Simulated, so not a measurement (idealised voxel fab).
Process module in this document: voxel double patterning
Square cells of 5 nm make up the cross-section cut, whose width is 245 nm.
If you're reading a cross-section in this doc, picture square cells in a grid; it comes to you as bands, top ones listed first down to the bottom, and a band can be one or more rows of cells.
Look at the band entry: it leads with the top's height and the bottom's height in nm. Then it lists the materials left to right, with a width in nm for each. The word "all across" on a single material says that material fills the band edge to edge. The word "air" is empty space.
Heights are reckoned from 0. Under this level, the received wafer is all of one material. The bottommost band is open-ended downward, for example "0 down".
Top row gets the first number, bottom row gets the second, and each row in between changes by the same step: that is how a band width like "30 to 40" works.
"all unchanged" means the step left every cell of the cross-section as it was.
Look at "Fully closed voids" for the closed voids: empty spaces with no open path to the top, sized 8 cells or up. Each is width x height at distance, distance from the left edge, all nm.
after a step's settings: what the simulator itself notes on the step
overlay nm: mask right of planned place by this much (step with mask). Neg. = left.
The planned process steps are enumerated hereunder:
step 1: RECEIVE | material Si
step 2: CONFORMAL_DEP | material SiO2 | thk nm 10
step 3: DIRECTIONAL_DEP | material W | thk nm 15
step 4: DIRECTIONAL_DEP | material SiN | thk nm 5
step 5: PATTERN | tone open | mask id FIRST | material resist | width nm 15 | pitch nm 50 | thk nm 20 | overlay nm 0
step 6: DIRECTIONAL_ETCH | etch materials SiN | depth nm 5
step 7: STRIP | etch materials resist
step 8: MASKED_ETCH | tone open | mask id SECOND | width nm 15 | etch materials SiN | depth nm 5 | overlay nm 0
step 9: DIRECTIONAL_ETCH | etch materials W | depth nm 15
step 10: STRIP | etch materials SiN
The first wafer of two, processed as planned:
Cross-sectional view of the wafer in its as-received condition, corresponding to the state after step 1:
> 0 down: Si all across
> Fully closed voids: none
State of the wafer after step 2, shown in cross-section:
> 10 to 0: SiO2 all across
> Anything lower than 0 is untouched.
State of the wafer after step 3, shown in cross-section:
> 25 to 10: W all across
> Anything lower than 10 is untouched.
State of the wafer after step 4, shown in cross-section:
> 30 to 25: SiN all across
> Anything lower than 25 is untouched.
State of the wafer after step 5, shown in cross-section:
> 50 to 30: resist: 90, air: 15, resist: 35, air: 15, resist: 90
> Anything lower than 30 is untouched.
State of the wafer after step 6, shown in cross-section:
> 50 to 30: resist: 90, air: 15, resist: 35, air: 15, resist: 90
> 30 to 25: SiN: 90, air: 15, SiN: 35, air: 15, SiN: 90
> Anything lower than 25 is untouched.
State of the wafer after step 7, shown in cross-section:
> 30 to 25: SiN: 90, air: 15, SiN: 35, air: 15, SiN: 90
> Anything lower than 25 is untouched.
State of the wafer after step 8, shown in cross-section:
> 30 to 25: SiN: 90, air: 15, SiN: 10, air: 15, SiN: 10, air: 15, SiN: 90
> Anything lower than 25 is untouched.
State of the wafer after step 9, shown in cross-section:
> 30 to 25: SiN: 90, air: 15, SiN: 10, air: 15, SiN: 10, air: 15, SiN: 90
> 25 to 10: W: 90, air: 15, W: 10, air: 15, W: 10, air: 15, W: 90
> Anything lower than 10 is untouched.
State of the wafer after step 10, shown in cross-section:
> 25 to 10: W: 90, air: 15, W: 10, air: 15, W: 10, air: 15, W: 90
> Anything lower than 10 is untouched.
Okay, second wafer. Nothing different at the start, nothing different in the plan, just one mistake somewhere in the running. As far as step 2, counting that step, it's the first wafer all over again:
The second wafer in cross-section, at the planned close of step 3:
> 30 to 10: W all across
> Anything lower than 10 is untouched.
The second wafer in cross-section, at the planned close of step 4:
> 35 to 30: SiN all across
> Anything lower than 30 is untouched.
The second wafer in cross-section, at the planned close of step 5:
> 55 to 35: resist: 90, air: 15, resist: 35, air: 15, resist: 90
> Anything lower than 35 is untouched.
The second wafer in cross-section, at the planned close of step 6:
> 55 to 35: resist: 90, air: 15, resist: 35, air: 15, resist: 90
> 35 to 30: SiN: 90, air: 15, SiN: 35, air: 15, SiN: 90
> Anything lower than 30 is untouched.
The second wafer in cross-section, at the planned close of step 7:
> 35 to 30: SiN: 90, air: 15, SiN: 35, air: 15, SiN: 90
> Anything lower than 30 is untouched.
The second wafer in cross-section, at the planned close of step 8:
> 35 to 30: SiN: 90, air: 15, SiN: 10, air: 15, SiN: 10, air: 15, SiN: 90
> Anything lower than 30 is untouched.
The second wafer in cross-section, at the planned close of step 9:
> 35 to 30: SiN: 90, air: 15, SiN: 10, air: 15, SiN: 10, air: 15, SiN: 90
> 30 to 15: W: 90, air: 15, W: 10, air: 15, W: 10, air: 15, W: 90
> Anything lower than 15 is untouched.
The second wafer in cross-section, at the planned close of step 10:
> 30 to 15: W: 90, air: 15, W: 10, air: 15, W: 10, air: 15, W: 90
> Anything lower than 15 is untouched.
In executing the process, a mistake was made relative to the plan: step 3 changed vs plan, executed as DIRECTIONAL_DEP | material W | thk nm 20
Per the end-of-run cell counts, the second wafer holds more or fewer of some materials than the first: W +49
